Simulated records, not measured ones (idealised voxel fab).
You're looking at the process module voxel self aligned contacts.
Square cells of 5 nm make up the cross-section cut, whose width is 290 nm.
A cross-section is a grid of square cells, given in bands from the top down. A band is one or more rows of cells. A band entry consists of two parts. The first gives the height of the band's top and the height of its bottom, in nm. The rest lists the band's materials from left to right, each with its width in nm. A single material labelled with the word "throughout" fills the band from edge to edge, and the word "blank" marks empty space. Heights are expressed relative to 0, this being the level below which the as-received wafer comprises one material exclusively. The lowest band is unbounded in the downward direction and is denoted as in "z 0 and below". Think of "30..40" as a width that walks from the first number to the second as you go down the band, top row to bottom row, taking equal-sized steps from row to row. No cell of the cross-section changed in a step that is given as "no change". Empty spaces without an open route to the top, at least 8 cells in extent, make up the entry "Tabulated closed voids"; each is given as width x height at distance, where the distance is measured from the left edge, and all are in nm. Text after the settings on a step's line: the simulator's own remark on that step. "overlay nm" on a masked step: distance the mask lay right of its planned place, negative for left.

The following list gives the planned process steps:
1 op RECEIVE | material Si
2 op CONFORMAL_DEP | material SiO2 | thk nm 5
3 op DIRECTIONAL_DEP | material polySi | thk nm 30
4 op DIRECTIONAL_DEP | material SiN | thk nm 20
5 op MASKED_ETCH | tone cover | mask id GATE | width nm 25 | pitch nm 60 | etch materials SiN | depth nm 20 | overlay nm 0
6 op MASKED_ETCH | tone cover | mask id GATE | width nm 25 | pitch nm 60 | etch materials polySi | depth nm 30 | overlay nm 0
7 op CONFORMAL_DEP | material SiN | thk nm 10
8 op DIRECTIONAL_ETCH | etch materials SiN | depth nm 10
9 op FILL_DEP | material SiO2 | thk nm 10
10 op CMP | height nm 60
11 op DIRECTIONAL_DEP | material aC | thk nm 15
12 op PATTERN | tone open | mask id CONTACT | material resist | width nm 45 | thk nm 35 | overlay nm 0
13 op DIRECTIONAL_ETCH | etch materials aC | depth nm 15
14 op STRIP | etch materials resist
15 op DIRECTIONAL_ETCH | etch materials SiO2 | depth nm 60
16 op STRIP | etch materials aC
17 op CONFORMAL_DEP | material TiN | thk nm 5
18 op FILL_DEP | material W | thk nm 5
19 op CMP | height nm 60
20 op CONFORMAL_DEP | material SiN | thk nm 5

The following pertains to the first of two wafers, which was processed as planned:

So this is the incoming wafer in cross-section - it's already been through step 1:
  z 0 and below = Si throughout
  Tabulated closed voids: none

Presented here is a cross-section of the wafer after step 2 has been performed:
  z 5 to 0 = SiO2 throughout
  Lower than 0, everything is as it was.

Presented here is a cross-section of the wafer after step 3 has been performed:
  z 35 to 5 = polySi throughout
  Lower than 5, everything is as it was.

Presented here is a cross-section of the wafer after step 4 has been performed:
  z 55 to 35 = SiN throughout
  Lower than 35, everything is as it was.

Presented here is a cross-section of the wafer after step 5 has been performed:
  z 55 to 35 = blank: 100 / SiN: 25 / blank: 35 / SiN: 25 / blank: 105
  Lower than 35, everything is as it was.

Presented here is a cross-section of the wafer after step 6 has been performed:
  z 55 to 35 = blank: 100 / SiN: 25 / blank: 35 / SiN: 25 / blank: 105
  z 35 to 5 = blank: 100 / polySi: 25 / blank: 35 / polySi: 25 / blank: 105
  Lower than 5, everything is as it was.

Presented here is a cross-section of the wafer after step 7 has been performed:
  z 65 to 35 = blank: 90 / SiN: 45 / blank: 15 / SiN: 45 / blank: 95
  z 35 to 15 = blank: 90 / SiN: 10 / polySi: 25 / SiN: 10 / blank: 15 / SiN: 10 / polySi: 25 / SiN: 10 / blank: 95
  z 15 to 5 = SiN: 100 / polySi: 25 / SiN: 35 / polySi: 25 / SiN: 105
  Lower than 5, everything is as it was.

Presented here is a cross-section of the wafer after step 8 has been performed:
  z 55 to 35 = blank: 90 / SiN: 45 / blank: 15 / SiN: 45 / blank: 95
  z 35 to 5 = blank: 90 / SiN: 10 / polySi: 25 / SiN: 10 / blank: 15 / SiN: 10 / polySi: 25 / SiN: 10 / blank: 95
  Lower than 5, everything is as it was.

Presented here is a cross-section of the wafer after step 9 has been performed:
  z 65 to 55 = SiO2 throughout
  z 55 to 35 = SiO2: 90 / SiN: 45 / SiO2: 15 / SiN: 45 / SiO2: 95
  z 35 to 5 = SiO2: 90 / SiN: 10 / polySi: 25 / SiN: 10 / SiO2: 15 / SiN: 10 / polySi: 25 / SiN: 10 / SiO2: 95
  Lower than 5, everything is as it was.

Presented here is a cross-section of the wafer after step 10 has been performed:
  z 60 to 55 = SiO2 throughout
  Lower than 55, everything is as it was.

Presented here is a cross-section of the wafer after step 11 has been performed:
  z 75 to 60 = aC throughout
  Lower than 60, everything is as it was.

Presented here is a cross-section of the wafer after step 12 has been performed:
  z 110 to 75 = resist: 120 / blank: 45 / resist: 125
  Lower than 75, everything is as it was.

Presented here is a cross-section of the wafer after step 13 has been performed:
  z 95 to 75 = resist: 120 / blank: 45 / resist: 125
  z 75 to 60 = aC: 120 / blank: 45 / aC: 125
  Lower than 60, everything is as it was.

Presented here is a cross-section of the wafer after step 14 has been performed:
  z 75 to 60 = aC: 120 / blank: 45 / aC: 125
  Lower than 60, everything is as it was.

Presented here is a cross-section of the wafer after step 15 has been performed:
  z 75 to 60 = aC: 120 / blank: 45 / aC: 125
  z 60 to 55 = SiO2: 120 / blank: 45 / SiO2: 125
  z 55 to 35 = SiO2: 90 / SiN: 45 / blank: 15 / SiN: 45 / SiO2: 95
  z 35 to 5 = SiO2: 90 / SiN: 10 / polySi: 25 / SiN: 10 / blank: 15 / SiN: 10 / polySi: 25 / SiN: 10 / SiO2: 95
  z 5 to 0 = SiO2: 135 / blank: 15 / SiO2: 140
  Lower than 0, everything is as it was.

Presented here is a cross-section of the wafer after step 16 has been performed:
  z 60 to 55 = SiO2: 120 / blank: 45 / SiO2: 125
  Lower than 55, everything is as it was.

Presented here is a cross-section of the wafer after step 17 has been performed:
  z 65 to 60 = TiN: 125 / blank: 35 / TiN: 130
  z 60 to 55 = SiO2: 120 / TiN: 20 / blank: 5 / TiN: 20 / SiO2: 125
  z 55 to 35 = SiO2: 90 / SiN: 45 / TiN: 5 / blank: 5 / TiN: 5 / SiN: 45 / SiO2: 95
  z 35 to 5 = SiO2: 90 / SiN: 10 / polySi: 25 / SiN: 10 / TiN: 5 / blank: 5 / TiN: 5 / SiN: 10 / polySi: 25 / SiN: 10 / SiO2: 95
  z 5 to 0 = SiO2: 135 / TiN: 15 / SiO2: 140
  Lower than 0, everything is as it was.

Presented here is a cross-section of the wafer after step 18 has been performed:
  z 70 to 65 = W throughout
  z 65 to 60 = TiN: 125 / W: 35 / TiN: 130
  z 60 to 55 = SiO2: 120 / TiN: 20 / W: 5 / TiN: 20 / SiO2: 125
  z 55 to 35 = SiO2: 90 / SiN: 45 / TiN: 5 / W: 5 / TiN: 5 / SiN: 45 / SiO2: 95
  z 35 to 5 = SiO2: 90 / SiN: 10 / polySi: 25 / SiN: 10 / TiN: 5 / W: 5 / TiN: 5 / SiN: 10 / polySi: 25 / SiN: 10 / SiO2: 95
  Lower than 5, everything is as it was.

Presented here is a cross-section of the wafer after step 19 has been performed:
  z 60 to 55 = SiO2: 120 / TiN: 20 / W: 5 / TiN: 20 / SiO2: 125
  Lower than 55, everything is as it was.

Presented here is a cross-section of the wafer after step 20 has been performed:
  z 65 to 60 = SiN throughout
  Lower than 60, everything is as it was.

Second wafer, same starting conditions and recipe as the first, one mistake in executing it, nothing differs from the first up to and including step 3:

The second wafer cut through, at the time step 4 was supposed to be finished:
  z 75 to 35 = SiN throughout
  Lower than 35, everything is as it was.

The second wafer cut through, at the time step 5 was supposed to be finished:
  z 75 to 55 = blank: 100 / SiN: 25 / blank: 35 / SiN: 25 / blank: 105
  Lower than 55, everything is as it was.

The second wafer cut through, at the time step 6 was supposed to be finished: no change

The second wafer cut through, at the time step 7 was supposed to be finished:
  z 85 to 65 = blank: 90 / SiN: 45 / blank: 15 / SiN: 45 / blank: 95
  z 65 to 35 = SiN throughout
  Lower than 35, everything is as it was.

The second wafer cut through, at the time step 8 was supposed to be finished:
  z 75 to 55 = blank: 90 / SiN: 45 / blank: 15 / SiN: 45 / blank: 95
  Lower than 55, everything is as it was.

The second wafer cut through, at the time step 9 was supposed to be finished:
  z 85 to 75 = SiO2 throughout
  z 75 to 55 = SiO2: 90 / SiN: 45 / SiO2: 15 / SiN: 45 / SiO2: 95
  Lower than 55, everything is as it was.

The second wafer cut through, at the time step 10 was supposed to be finished:
  z 60 to 55 = SiO2: 90 / SiN: 45 / SiO2: 15 / SiN: 45 / SiO2: 95
  Lower than 55, everything is as it was.

The second wafer cut through, at the time step 11 was supposed to be finished:
  z 75 to 60 = aC throughout
  Lower than 60, everything is as it was.

The second wafer cut through, at the time step 12 was supposed to be finished:
  z 110 to 75 = resist: 120 / blank: 45 / resist: 125
  Lower than 75, everything is as it was.

The second wafer cut through, at the time step 13 was supposed to be finished:
  z 95 to 75 = resist: 120 / blank: 45 / resist: 125
  z 75 to 60 = aC: 120 / blank: 45 / aC: 125
  Lower than 60, everything is as it was.

The second wafer cut through, at the time step 14 was supposed to be finished:
  z 75 to 60 = aC: 120 / blank: 45 / aC: 125
  Lower than 60, everything is as it was.

The second wafer cut through, at the time step 15 was supposed to be finished:
  z 75 to 60 = aC: 120 / blank: 45 / aC: 125
  z 60 to 55 = SiO2: 90 / SiN: 45 / blank: 15 / SiN: 45 / SiO2: 95
  Lower than 55, everything is as it was.

The second wafer cut through, at the time step 16 was supposed to be finished:
  z 60 to 55 = SiO2: 90 / SiN: 45 / blank: 15 / SiN: 45 / SiO2: 95
  Lower than 55, everything is as it was.

The second wafer cut through, at the time step 17 was supposed to be finished:
  z 65 to 60 = TiN: 140 / blank: 5 / TiN: 145
  z 60 to 55 = SiO2: 90 / SiN: 45 / TiN: 15 / SiN: 45 / SiO2: 95
  Lower than 55, everything is as it was.

The second wafer cut through, at the time step 18 was supposed to be finished:
  z 70 to 65 = W throughout
  z 65 to 60 = TiN: 140 / W: 5 / TiN: 145
  Lower than 60, everything is as it was.

The second wafer cut through, at the time step 19 was supposed to be finished:
  z 60 to 55 = SiO2: 90 / SiN: 45 / TiN: 15 / SiN: 45 / SiO2: 95
  Lower than 55, everything is as it was.

The second wafer cut through, at the time step 20 was supposed to be finished:
  z 65 to 60 = SiN throughout
  Lower than 60, everything is as it was.
Against the plan, the run slipped here: in the plan, step 4 was performed twice
Cell-count delta at end, second wafer over first, by material: SiN: 130 more | SiO2: 379 fewer | TiN: 28 fewer | W: 11 fewer | polySi: 288 more
